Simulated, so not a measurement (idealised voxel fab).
The process module that follows is named voxel self aligned vias.
Shown is cross-section cut, with a width of 240 nm and square cells of size 5 nm.
If you're reading a cross-section in this doc, picture square cells in a grid; it comes to you as bands, top ones listed first down to the bottom, and a band can be one or more rows of cells.
Heights first: top, then bottom, in nm. Then materials, left to right, each with a width in nm. "full width" on a single material: fills the band edge to edge. "air": empty space.
All heights in this document are referenced to 0, defined as the level beneath which the wafer, as received, consists entirely of one material. The lowest band is not bounded below; it extends indefinitely downward and is written in the form "0..down".
Width "30 to 40": first value at the band's top row of cells, second value at its bottom row, equal change from row to row.
Key: "no change" - step with no changed cell in the cross-section.
What "Sealed void list" gives you is every empty space of 8 cells or more that is cut off from the top. Each appears as width x height at distance, with the distance taken from the left edge and width, height and distance all in nm.
On each step's line, the part that comes after the settings is the simulator's own comment on the step.
Each step line may optionally specify "overlay nm", which for a step with a mask gives the rightward distance between the mask's planned place and where it lay, a negative value indicating the leftward direction.
[The steps planned for the process are as follows]
1,RECEIVE, material Si
2,CONFORMAL_DEP, material SiO2, thk nm 10
3,CONFORMAL_DEP, material SiCN, thk nm 5
4,DIRECTIONAL_DEP, material SiO2, thk nm 20
5,PATTERN, tone open, mask id LINES, material resist, width nm 25, pitch nm 60, thk nm 20, overlay nm 0
6,DIRECTIONAL_ETCH, etch materials SiO2, depth nm 20
7,STRIP, etch materials resist
8,CONFORMAL_DEP, material TiN, thk nm 5
9,FILL_DEP, material W, thk nm 10
10,CMP, height nm 35
11,SELECTIVE_ETCH, etch materials W Ru TiN, depth nm 10
12,FILL_DEP, material SiN, thk nm 10
13,CMP, height nm 35
14,DIRECTIONAL_DEP, material SiO2, thk nm 20
15,DIRECTIONAL_DEP, material aC, thk nm 15
16,PATTERN, tone open, mask id VIAS, material resist, width nm 35, thk nm 35, overlay nm 0
17,DIRECTIONAL_ETCH, etch materials aC, depth nm 15
18,STRIP, etch materials resist
19,DIRECTIONAL_ETCH, etch materials SiO2, depth nm 20
20,DIRECTIONAL_ETCH, etch materials SiN, depth nm 10
21,STRIP, etch materials aC
22,CONFORMAL_DEP, material TiN, thk nm 5
23,FILL_DEP, material Ru, thk nm 10
24,CMP, height nm 55
25,CONFORMAL_DEP, material SiN, thk nm 5
[As-received wafer cross-section (after step 1)]
	0..down | Si full width
	Sealed void list: none
[Sectioned view, first of two wafers, at the close of the module, processed as intended in the plan]
	60..55 | SiN full width
	55..40 | 70 of SiO2 | 5 of TiN | 25 of Ru | 5 of TiN | 135 of SiO2
	40..35 | 70 of SiO2 | 10 of TiN | 15 of Ru | 10 of TiN | 135 of SiO2
	35..30 | 75 of SiO2 | 5 of TiN | 15 of Ru | 5 of TiN | 35 of SiO2 | 25 of SiN | 80 of SiO2
	30..25 | 75 of SiO2 | 25 of TiN | 35 of SiO2 | 25 of SiN | 80 of SiO2
	25..20 | 75 of SiO2 | 5 of TiN | 15 of W | 5 of TiN | 35 of SiO2 | 5 of TiN | 15 of W | 5 of TiN | 80 of SiO2
	20..15 | 75 of SiO2 | 25 of TiN | 35 of SiO2 | 25 of TiN | 80 of SiO2
	15..10 | SiCN full width
	10..0 | SiO2 full width
	0..down | Si full width
	Sealed void list: none
[So this is wafer number two of the two, cut at the end of the module - it started where the first did and had the same plan, we just got one thing wrong running it]
	60..55 | SiN full width
	55..35 | 75 of SiO2 | 5 of TiN | 15 of Ru | 5 of TiN | 140 of SiO2
	35..30 | 75 of SiO2 | 5 of TiN | 15 of Ru | 5 of TiN | 35 of SiO2 | 25 of SiN | 80 of SiO2
	30..25 | 75 of SiO2 | 25 of TiN | 35 of SiO2 | 25 of SiN | 80 of SiO2
	25..20 | 75 of SiO2 | 5 of TiN | 15 of W | 5 of TiN | 35 of SiO2 | 5 of TiN | 15 of W | 5 of TiN | 80 of SiO2
	20..15 | 75 of SiO2 | 25 of TiN | 35 of SiO2 | 25 of TiN | 80 of SiO2
	15..10 | SiCN full width
	10..0 | SiO2 full width
	0..down | Si full width
	Sealed void list: none
Diagnosis: step 16 off recipe, ran as PATTERN, tone open, mask id VIAS, material resist, width nm 25, thk nm 35, overlay nm 0
Upon completion, the second wafer contains, in terms of cells, a greater or smaller amount of certain materials than the first wafer: -6 Ru; +8 SiO2; -2 TiN
